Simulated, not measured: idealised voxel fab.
A process module follows: voxel self aligned contacts.
Section cut is 290 nm wide and gridded with 5 nm square cells.
How to read a cross-section here: the picture is a grid of square cells, written as bands going from the top down, and any band can span one or more rows of cells.
Within each band entry, the heights of the top and of the bottom of the band appear first, in that order and in nm; the materials of the band then follow from left to right, each with its corresponding width in nm. The designation "everywhere" on a single material indicates that it fills the band from edge to edge; the designation "blank" indicates empty space.
Ref level 0: as-received wafer is one material below here. Bottom band extends down with no lower bound ("0 down").
Quick explanation for "30..40": the width changes in equal steps down the rows of cells, from the first number in the band's top row to the second number in its bottom row.
When a step is marked "nothing altered", none of the cells in the cross-section changed during that step.
So "Closed void catalog" is basically the list of trapped voids: any empty space of 8 cells or more that can't reach the top through an opening. They're written width x height at distance, the distance being from the left edge, and it's all nm.
On a step's line, text after the settings is the simulator commenting on that step.
"overlay nm", when on a step's line for a step with a mask, measures how far to the right of its planned place the mask lay; a negative measure means to the left.
Process steps - plan
step 1: RECEIVE,material Si
step 2: CONFORMAL_DEP,material SiO2,thk nm 5
step 3: DIRECTIONAL_DEP,material polySi,thk nm 25
step 4: DIRECTIONAL_DEP,material SiN,thk nm 20
step 5: DIRECTIONAL_DEP,material aC,thk nm 10
step 6: PATTERN,tone cover,mask id GATE,material resist,width nm 35,pitch nm 60,thk nm 25,overlay nm 0
step 7: DIRECTIONAL_ETCH,etch materials aC,depth nm 10
step 8: STRIP,etch materials resist
step 9: DIRECTIONAL_ETCH,etch materials SiN,depth nm 20
step 10: DIRECTIONAL_ETCH,etch materials polySi,depth nm 25
step 11: STRIP,etch materials aC
step 12: CONFORMAL_DEP,material SiN,thk nm 5
step 13: DIRECTIONAL_ETCH,etch materials SiN,depth nm 5
step 14: FILL_DEP,material SiO2,thk nm 10
step 15: CMP,height nm 55
step 16: MASKED_ETCH,tone open,mask id CONTACT,width nm 35,etch materials SiO2,depth nm 55,overlay nm 0
step 17: CONFORMAL_DEP,material TiN,thk nm 5
step 18: FILL_DEP,material W,thk nm 5
step 19: CMP,height nm 55
step 20: CONFORMAL_DEP,material SiN,thk nm 5
The following pertains to the first of two wafers, which was processed as planned
Cross-section of the wafer at receipt, which is the condition after step 1
- 0 down: Si everywhere
- Closed void catalog: none
State of the wafer after step 2, shown in cross-section
- 5 to 0: SiO2 everywhere
- All layers under 0 are left as they were.
State of the wafer after step 3, shown in cross-section
- 30 to 5: polySi everywhere
- All layers under 5 are left as they were.
State of the wafer after step 4, shown in cross-section
- 50 to 30: SiN everywhere
- All layers under 30 are left as they were.
State of the wafer after step 5, shown in cross-section
- 60 to 50: aC everywhere
- All layers under 50 are left as they were.
State of the wafer after step 6, shown in cross-section
- 85 to 60: blank=95  resist=35  blank=25  resist=35  blank=100
- All layers under 60 are left as they were.
State of the wafer after step 7, shown in cross-section
- 75 to 60: blank=95  resist=35  blank=25  resist=35  blank=100
- 60 to 50: blank=95  aC=35  blank=25  aC=35  blank=100
- All layers under 50 are left as they were.
State of the wafer after step 8, shown in cross-section
- 60 to 50: blank=95  aC=35  blank=25  aC=35  blank=100
- All layers under 50 are left as they were.
State of the wafer after step 9, shown in cross-section
- 60 to 50: blank=95  aC=35  blank=25  aC=35  blank=100
- 50 to 30: blank=95  SiN=35  blank=25  SiN=35  blank=100
- All layers under 30 are left as they were.
State of the wafer after step 10, shown in cross-section
- 60 to 50: blank=95  aC=35  blank=25  aC=35  blank=100
- 50 to 30: blank=95  SiN=35  blank=25  SiN=35  blank=100
- 30 to 5: blank=95  polySi=35  blank=25  polySi=35  blank=100
- All layers under 5 are left as they were.
State of the wafer after step 11, shown in cross-section
- 50 to 30: blank=95  SiN=35  blank=25  SiN=35  blank=100
- All layers under 30 are left as they were.
State of the wafer after step 12, shown in cross-section
- 55 to 30: blank=90  SiN=45  blank=15  SiN=45  blank=95
- 30 to 10: blank=90  SiN=5  polySi=35  SiN=5  blank=15  SiN=5  polySi=35  SiN=5  blank=95
- 10 to 5: SiN=95  polySi=35  SiN=25  polySi=35  SiN=100
- All layers under 5 are left as they were.
State of the wafer after step 13, shown in cross-section
- 50 to 30: blank=90  SiN=45  blank=15  SiN=45  blank=95
- 30 to 5: blank=90  SiN=5  polySi=35  SiN=5  blank=15  SiN=5  polySi=35  SiN=5  blank=95
- All layers under 5 are left as they were.
State of the wafer after step 14, shown in cross-section
- 60 to 50: SiO2 everywhere
- 50 to 30: SiO2=90  SiN=45  SiO2=15  SiN=45  SiO2=95
- 30 to 5: SiO2=90  SiN=5  polySi=35  SiN=5  SiO2=15  SiN=5  polySi=35  SiN=5  SiO2=95
- All layers under 5 are left as they were.
State of the wafer after step 15, shown in cross-section
- 55 to 50: SiO2 everywhere
- All layers under 50 are left as they were.
State of the wafer after step 16, shown in cross-section
- 55 to 50: SiO2=125  blank=35  SiO2=130
- 50 to 30: SiO2=90  SiN=45  blank=15  SiN=45  SiO2=95
- 30 to 5: SiO2=90  SiN=5  polySi=35  SiN=5  blank=15  SiN=5  polySi=35  SiN=5  SiO2=95
- 5 to 0: SiO2=135  blank=15  SiO2=140
- All layers under 0 are left as they were.
State of the wafer after step 17, shown in cross-section
- 60 to 55: TiN=130  blank=25  TiN=135
- 55 to 50: SiO2=125  TiN=15  blank=5  TiN=15  SiO2=130
- 50 to 30: SiO2=90  SiN=45  TiN=5  blank=5  TiN=5  SiN=45  SiO2=95
- 30 to 5: SiO2=90  SiN=5  polySi=35  SiN=5  TiN=5  blank=5  TiN=5  SiN=5  polySi=35  SiN=5  SiO2=95
- 5 to 0: SiO2=135  TiN=15  SiO2=140
- All layers under 0 are left as they were.
State of the wafer after step 18, shown in cross-section
- 65 to 60: W everywhere
- 60 to 55: TiN=130  W=25  TiN=135
- 55 to 50: SiO2=125  TiN=15  W=5  TiN=15  SiO2=130
- 50 to 30: SiO2=90  SiN=45  TiN=5  W=5  TiN=5  SiN=45  SiO2=95
- 30 to 5: SiO2=90  SiN=5  polySi=35  SiN=5  TiN=5  W=5  TiN=5  SiN=5  polySi=35  SiN=5  SiO2=95
- All layers under 5 are left as they were.
State of the wafer after step 19, shown in cross-section
- 55 to 50: SiO2=125  TiN=15  W=5  TiN=15  SiO2=130
- All layers under 50 are left as they were.
State of the wafer after step 20, shown in cross-section
- 60 to 55: SiN everywhere
- All layers under 55 are left as they were.
It is to be noted that the second wafer proceeded from the same initial state and according to the same plan as the first, although one mistake was committed in its execution; through step 5, inclusive, the two wafers share an identical history
The second wafer in cross-section, at the planned close of step 6
- 85 to 60: blank=100  resist=35  blank=25  resist=35  blank=95
- All layers under 60 are left as they were.
The second wafer in cross-section, at the planned close of step 7
- 75 to 60: blank=100  resist=35  blank=25  resist=35  blank=95
- 60 to 50: blank=100  aC=35  blank=25  aC=35  blank=95
- All layers under 50 are left as they were.
The second wafer in cross-section, at the planned close of step 8
- 60 to 50: blank=100  aC=35  blank=25  aC=35  blank=95
- All layers under 50 are left as they were.
The second wafer in cross-section, at the planned close of step 9
- 60 to 50: blank=100  aC=35  blank=25  aC=35  blank=95
- 50 to 30: blank=100  SiN=35  blank=25  SiN=35  blank=95
- All layers under 30 are left as they were.
The second wafer in cross-section, at the planned close of step 10
- 60 to 50: blank=100  aC=35  blank=25  aC=35  blank=95
- 50 to 30: blank=100  SiN=35  blank=25  SiN=35  blank=95
- 30 to 5: blank=100  polySi=35  blank=25  polySi=35  blank=95
- All layers under 5 are left as they were.
The second wafer in cross-section, at the planned close of step 11
- 50 to 30: blank=100  SiN=35  blank=25  SiN=35  blank=95
- All layers under 30 are left as they were.
The second wafer in cross-section, at the planned close of step 12
- 55 to 30: blank=95  SiN=45  blank=15  SiN=45  blank=90
- 30 to 10: blank=95  SiN=5  polySi=35  SiN=5  blank=15  SiN=5  polySi=35  SiN=5  blank=90
- 10 to 5: SiN=100  polySi=35  SiN=25  polySi=35  SiN=95
- All layers under 5 are left as they were.
The second wafer in cross-section, at the planned close of step 13
- 50 to 30: blank=95  SiN=45  blank=15  SiN=45  blank=90
- 30 to 5: blank=95  SiN=5  polySi=35  SiN=5  blank=15  SiN=5  polySi=35  SiN=5  blank=90
- All layers under 5 are left as they were.
The second wafer in cross-section, at the planned close of step 14
- 60 to 50: SiO2 everywhere
- 50 to 30: SiO2=95  SiN=45  SiO2=15  SiN=45  SiO2=90
- 30 to 5: SiO2=95  SiN=5  polySi=35  SiN=5  SiO2=15  SiN=5  polySi=35  SiN=5  SiO2=90
- All layers under 5 are left as they were.
The second wafer in cross-section, at the planned close of step 15
- 55 to 50: SiO2 everywhere
- All layers under 50 are left as they were.
The second wafer in cross-section, at the planned close of step 16
- 55 to 50: SiO2=125  blank=35  SiO2=130
- 50 to 30: SiO2=95  SiN=45  blank=15  SiN=45  SiO2=90
- 30 to 5: SiO2=95  SiN=5  polySi=35  SiN=5  blank=15  SiN=5  polySi=35  SiN=5  SiO2=90
- 5 to 0: SiO2=140  blank=15  SiO2=135
- All layers under 0 are left as they were.
The second wafer in cross-section, at the planned close of step 17
- 60 to 55: TiN=130  blank=25  TiN=135
- 55 to 50: SiO2=125  TiN=20  blank=5  TiN=10  SiO2=130
- 50 to 30: SiO2=95  SiN=45  TiN=5  blank=5  TiN=5  SiN=45  SiO2=90
- 30 to 5: SiO2=95  SiN=5  polySi=35  SiN=5  TiN=5  blank=5  TiN=5  SiN=5  polySi=35  SiN=5  SiO2=90
- 5 to 0: SiO2=140  TiN=15  SiO2=135
- All layers under 0 are left as they were.
The second wafer in cross-section, at the planned close of step 18
- 65 to 60: W everywhere
- 60 to 55: TiN=130  W=25  TiN=135
- 55 to 50: SiO2=125  TiN=20  W=5  TiN=10  SiO2=130
- 50 to 30: SiO2=95  SiN=45  TiN=5  W=5  TiN=5  SiN=45  SiO2=90
- 30 to 5: SiO2=95  SiN=5  polySi=35  SiN=5  TiN=5  W=5  TiN=5  SiN=5  polySi=35  SiN=5  SiO2=90
- All layers under 5 are left as they were.
The second wafer in cross-section, at the planned close of step 19
- 55 to 50: SiO2=125  TiN=20  W=5  TiN=10  SiO2=130
- All layers under 50 are left as they were.
The second wafer in cross-section, at the planned close of step 20
- 60 to 55: SiN everywhere
- All layers under 55 are left as they were.
So what did we get wrong on this run? step 6 was not run as planned; what actually ran was PATTERN,tone cover,mask id GATE,material resist,width nm 35,pitch nm 60,thk nm 25,overlay nm 5
By the end, you'd get the same cell count for each material on either wafer, but the second wafer puts them somewhere else.
